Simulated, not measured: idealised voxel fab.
The name of this process module is voxel wiring stack.
The width of the displayed cross-section, cut, is 200 nm; its cells are square, with a size of 5 nm.
Cross-section format: a grid of square cells, given as bands from top to bottom; each band is one or more rows of cells.
In this notation a band is specified by the heights of its top and bottom, in that order and in nm, after which its materials appear from left to right, each paired with its width in nm. The word "full width" attached to a single material means that material fills the band from edge to edge; the word "blank" stands for empty space.
Heights from 0 (as-received wafer is one material below). Bottom band endless downward, as "0..down".
Width spec "30->40" -> top row of cells at first value, bottom row at second value, equal per-row change in between.
"nothing got changed" after a step means that no cell of the cross-section changed.
For the entry "Enclosed void listing", the listed items are empty spaces with no open way to the top whose size is 8 cells or more; each item follows the pattern width x height at distance, where distance is from the left edge and all three are in nm.
Step line, after settings: the simulator's comment on this step.
overlay nm: right-of-plan distance of the mask on a masked step; negative values mean left-of-plan.
Note on reading: below, each pair holds a cross-section from before one process step and one from after it; the one from after shows only down to the lowest band that changed. Beneath the pair, the step in between is stated along with its settings. The pairs can stem from different runs of this module on the same starting wafer. Where a pair's entry headed "Pre-step view" says so, and only there, that pair continues from the pair above it.
PRE-STEP VIEW
* 115..100 | lowk: 55 | TiN: 5 | Ru: 20 | TiN: 5 | lowk: 30 | TiN: 5 | Ru: 20 | TiN: 5 | lowk: 55
* 100..95 | lowk: 55 | TiN: 5 | Ru: 5 | TiN: 20 | lowk: 30 | TiN: 30 | lowk: 55
* 95..85 | lowk: 55 | TiN: 5 | Ru: 5 | TiN: 5 | lowk: 130
* 85..80 | lowk: 55 | TiN: 15 | lowk: 130
* 80..75 | SiCN: 55 | TiN: 5 | SiCN: 140
* 75..60 | lowk: 55 | TiN: 5 | Cu: 20 | TiN: 5 | lowk: 30 | TiN: 5 | Cu: 20 | TiN: 5 | lowk: 55
* 60..55 | lowk: 55 | TiN: 5 | Cu: 5 | TiN: 20 | lowk: 30 | TiN: 5 | Cu: 5 | TiN: 20 | lowk: 55
* 55..45 | lowk: 55 | TiN: 5 | Cu: 5 | TiN: 5 | lowk: 45 | TiN: 5 | Cu: 5 | TiN: 5 | lowk: 70
* 45..40 | SiCN: 55 | TiN: 15 | SiCN: 45 | TiN: 15 | SiCN: 70
* 40..20 | SiO2: 50 | SiCN: 5 | Ru: 30 | SiCN: 5 | SiO2: 20 | SiCN: 5 | Ru: 30 | SiCN: 5 | SiO2: 50
* 20..15 | SiCN: 55 | TiN: 30 | SiCN: 30 | TiN: 30 | SiCN: 55
* 15..0 | SiO2 full width
* 0..down | Si full width
* Enclosed void listing: none
CUT VIEW, POST-STEP
* 120..115 | SiCN full width
* Whatever lies below 115 is exactly as it was before.
* Enclosed void listing: none
Processing between the before and after sections above: CONFORMAL_DEP (material SiCN; thk nm 5)
PRE-STEP VIEW
* 115..100 | lowk: 55 | TiN: 5 | Ru: 20 | TiN: 5 | lowk: 30 | TiN: 5 | Ru: 20 | TiN: 5 | lowk: 55
* 100..95 | lowk: 55 | TiN: 5 | Ru: 5 | TiN: 20 | lowk: 30 | TiN: 30 | lowk: 55
* 95..80 | lowk: 55 | TiN: 5 | Ru: 5 | TiN: 5 | lowk: 130
* 80..75 | SiCN: 55 | TiN: 15 | SiCN: 130
* 75..60 | lowk: 55 | TiN: 5 | Cu: 20 | TiN: 5 | lowk: 30 | TiN: 5 | Cu: 20 | TiN: 5 | lowk: 55
* 60..55 | lowk: 55 | TiN: 5 | Cu: 5 | TiN: 20 | lowk: 30 | TiN: 5 | Cu: 5 | TiN: 20 | lowk: 55
* 55..45 | lowk: 55 | TiN: 5 | Cu: 5 | TiN: 5 | lowk: 45 | TiN: 5 | Cu: 5 | TiN: 5 | lowk: 70
* 45..40 | SiCN: 55 | TiN: 15 | SiCN: 45 | TiN: 15 | SiCN: 70
* 40..20 | SiO2: 50 | SiCN: 5 | Ru: 30 | SiCN: 5 | SiO2: 20 | SiCN: 5 | Ru: 30 | SiCN: 5 | SiO2: 50
* 20..15 | SiCN: 55 | TiN: 30 | SiCN: 30 | TiN: 30 | SiCN: 55
* 15..0 | SiO2 full width
* 0..down | Si full width
* Enclosed void listing: none
CUT VIEW, POST-STEP
* 120..115 | Ru full width
* Whatever lies below 115 is exactly as it was before.
* Enclosed void listing: none
Processing between the before and after sections above: CONFORMAL_DEP (material Ru; thk nm 5)
PRE-STEP VIEW
* 75..45 | lowk: 55 | blank: 15 | lowk: 45 | blank: 15 | lowk: 70
* 45..40 | SiCN full width
* 40..20 | SiO2: 50 | SiCN: 5 | Ru: 30 | SiCN: 5 | SiO2: 20 | SiCN: 5 | Ru: 30 | SiCN: 5 | SiO2: 50
* 20..15 | SiCN: 55 | TiN: 30 | SiCN: 30 | TiN: 30 | SiCN: 55
* 15..0 | SiO2 full width
* 0..down | Si full width
* Enclosed void listing: none
CUT VIEW, POST-STEP
* 75..55 | blank: 70 | lowk: 15 | blank: 45 | lowk: 15 | blank: 55
* Whatever lies below 55 is exactly as it was before.
* Enclosed void listing: none
Processing between the before and after sections above: MASKED_ETCH (tone cover; mask id METAL_2; width nm 30; pitch nm 60; etch materials lowk; depth nm 20; overlay nm 0)
Pre-step view: nothing new to draw here, it's the after view of the pair just above.
CUT VIEW, POST-STEP
* 75..55 | blank: 70 | lowk: 15 | blank: 45 | lowk: 15 | blank: 55
* 55..45 | lowk: 55 | blank: 15 | lowk: 45 | blank: 15 | lowk: 70
* 45..40 | SiCN: 55 | blank: 15 | SiCN: 45 | blank: 15 | SiCN: 70
* Whatever lies below 40 is exactly as it was before.
* Enclosed void listing: none
Processing between the before and after sections above: MASKED_ETCH (tone open; mask id METAL_2; width nm 30; pitch nm 60; etch materials SiCN; depth nm 5; overlay nm 0)
Pre-step view: nothing new to draw here, it's the after view of the pair just above.
CUT VIEW, POST-STEP
* 80..75 | blank: 65 | TiN: 25 | blank: 35 | TiN: 25 | blank: 50
* 75..60 | blank: 65 | TiN: 5 | lowk: 15 | TiN: 5 | blank: 35 | TiN: 5 | lowk: 15 | TiN: 5 | blank: 50
* 60..55 | TiN: 60 | blank: 5 | TiN: 5 | lowk: 15 | TiN: 35 | blank: 5 | TiN: 5 | lowk: 15 | TiN: 55
* 55..45 | lowk: 55 | TiN: 5 | blank: 5 | TiN: 5 | lowk: 45 | TiN: 5 | blank: 5 | TiN: 5 | lowk: 70
* 45..40 | SiCN: 55 | TiN: 15 | SiCN: 45 | TiN: 15 | SiCN: 70
* Whatever lies below 40 is exactly as it was before.
* Enclosed void listing: none
Processing between the before and after sections above: CONFORMAL_DEP (material TiN; thk nm 5)
Pre-step view: nothing new to draw here, it's the after view of the pair just above.
CUT VIEW, POST-STEP
* 90..80 | Cu full width
* 80..75 | Cu: 65 | TiN: 25 | Cu: 35 | TiN: 25 | Cu: 50
* 75..60 | Cu: 65 | TiN: 5 | lowk: 15 | TiN: 5 | Cu: 35 | TiN: 5 | lowk: 15 | TiN: 5 | Cu: 50
* 60..55 | TiN: 60 | Cu: 5 | TiN: 5 | lowk: 15 | TiN: 35 | Cu: 5 | TiN: 5 | lowk: 15 | TiN: 55
* 55..45 | lowk: 55 | TiN: 5 | Cu: 5 | TiN: 5 | lowk: 45 | TiN: 5 | Cu: 5 | TiN: 5 | lowk: 70
* Whatever lies below 45 is exactly as it was before.
* Enclosed void listing: none
Processing between the before and after sections above: FILL_DEP (material Cu; thk nm 10)
Pre-step view: nothing new to draw here, it's the after view of the pair just above.
CUT VIEW, POST-STEP
* 75..60 | Cu: 65 | TiN: 5 | lowk: 15 | TiN: 5 | Cu: 35 | TiN: 5 | lowk: 15 | TiN: 5 | Cu: 50
* Whatever lies below 60 is exactly as it was before.
* Enclosed void listing: none
Processing between the before and after sections above: CMP (height nm 75)
Pre-step view: nothing new to draw here, it's the after view of the pair just above.
CUT VIEW, POST-STEP
* 80..75 | SiCN full width
* Whatever lies below 75 is exactly as it was before.
* Enclosed void listing: none
Processing between the before and after sections above: CONFORMAL_DEP (material SiCN; thk nm 5)
Pre-step view: nothing new to draw here, it's the after view of the pair just above.
CUT VIEW, POST-STEP
* 115..80 | lowk full width
* Whatever lies below 80 is exactly as it was before.
* Enclosed void listing: none
Processing between the before and after sections above: DIRECTIONAL_DEP (material lowk; thk nm 35)
Pre-step view: nothing new to draw here, it's the after view of the pair just above.
CUT VIEW, POST-STEP
* 115..95 | lowk: 55 | blank: 30 | lowk: 30 | blank: 30 | lowk: 55
* Whatever lies below 95 is exactly as it was before.
* Enclosed void listing: none
Processing between the before and after sections above: MASKED_ETCH (tone open; mask id METAL_3; width nm 30; pitch nm 60; etch materials lowk; depth nm 20; overlay nm 0)
Pre-step view: nothing new to draw here, it's the after view of the pair just above.
CUT VIEW, POST-STEP
* 115..95 | lowk: 55 | blank: 30 | lowk: 30 | blank: 30 | lowk: 55
* 95..80 | lowk: 55 | blank: 15 | lowk: 130
* Whatever lies below 80 is exactly as it was before.
* Enclosed void listing: none
Processing between the before and after sections above: MASKED_ETCH (tone open; mask id METAL_3_HOLES; width nm 15; etch materials lowk; depth nm 15; overlay nm 0)
Pre-step view: nothing new to draw here, it's the after view of the pair just above.
CUT VIEW, POST-STEP
* 115..95 | lowk: 55 | blank: 30 | lowk: 30 | blank: 30 | lowk: 55
* 95..80 | lowk: 55 | blank: 15 | lowk: 130
* 80..75 | SiCN: 55 | blank: 15 | SiCN: 130
* Whatever lies below 75 is exactly as it was before.
* Enclosed void listing: none
Processing between the before and after sections above: MASKED_ETCH (tone open; mask id METAL_3_HOLES; width nm 15; etch materials SiCN; depth nm 5; overlay nm 0)
Pre-step view: nothing new to draw here, it's the after view of the pair just above.
CUT VIEW, POST-STEP
* 120..115 | TiN: 60 | blank: 20 | TiN: 40 | blank: 20 | TiN: 60
* 115..100 | lowk: 55 | TiN: 5 | blank: 20 | TiN: 5 | lowk: 30 | TiN: 5 | blank: 20 | TiN: 5 | lowk: 55
* 100..95 | lowk: 55 | TiN: 5 | blank: 5 | TiN: 20 | lowk: 30 | TiN: 30 | lowk: 55
* 95..80 | lowk: 55 | TiN: 5 | blank: 5 | TiN: 5 | lowk: 130
* 80..75 | SiCN: 55 | TiN: 15 | SiCN: 130
* Whatever lies below 75 is exactly as it was before.
* Enclosed void listing: none
Processing between the before and after sections above: CONFORMAL_DEP (material TiN; thk nm 5)
Pre-step view: nothing new to draw here, it's the after view of the pair just above.
CUT VIEW, POST-STEP
* 130..120 | Ru full width
* 120..115 | TiN: 60 | Ru: 20 | TiN: 40 | Ru: 20 | TiN: 60
* 115..100 | lowk: 55 | TiN: 5 | Ru: 20 | TiN: 5 | lowk: 30 | TiN: 5 | Ru: 20 | TiN: 5 | lowk: 55
* 100..95 | lowk: 55 | TiN: 5 | Ru: 5 | TiN: 20 | lowk: 30 | TiN: 30 | lowk: 55
* 95..80 | lowk: 55 | TiN: 5 | Ru: 5 | TiN: 5 | lowk: 130
* Whatever lies below 80 is exactly as it was before.
* Enclosed void listing: none
Processing between the before and after sections above: FILL_DEP (material Ru; thk nm 10)
Pre-step view: nothing new to draw here, it's the after view of the pair just above.
CUT VIEW, POST-STEP
* 115..100 | lowk: 55 | TiN: 5 | Ru: 20 | TiN: 5 | lowk: 30 | TiN: 5 | Ru: 20 | TiN: 5 | lowk: 55
* Whatever lies below 100 is exactly as it was before.
* Enclosed void listing: none
Processing between the before and after sections above: CMP (height nm 115)
Pre-step view: nothing new to draw here, it's the after view of the pair just above.
CUT VIEW, POST-STEP
* 120..115 | SiCN full width
* Whatever lies below 115 is exactly as it was before.
* Enclosed void listing: none
Processing between the before and after sections above: CONFORMAL_DEP (material SiCN; thk nm 5)
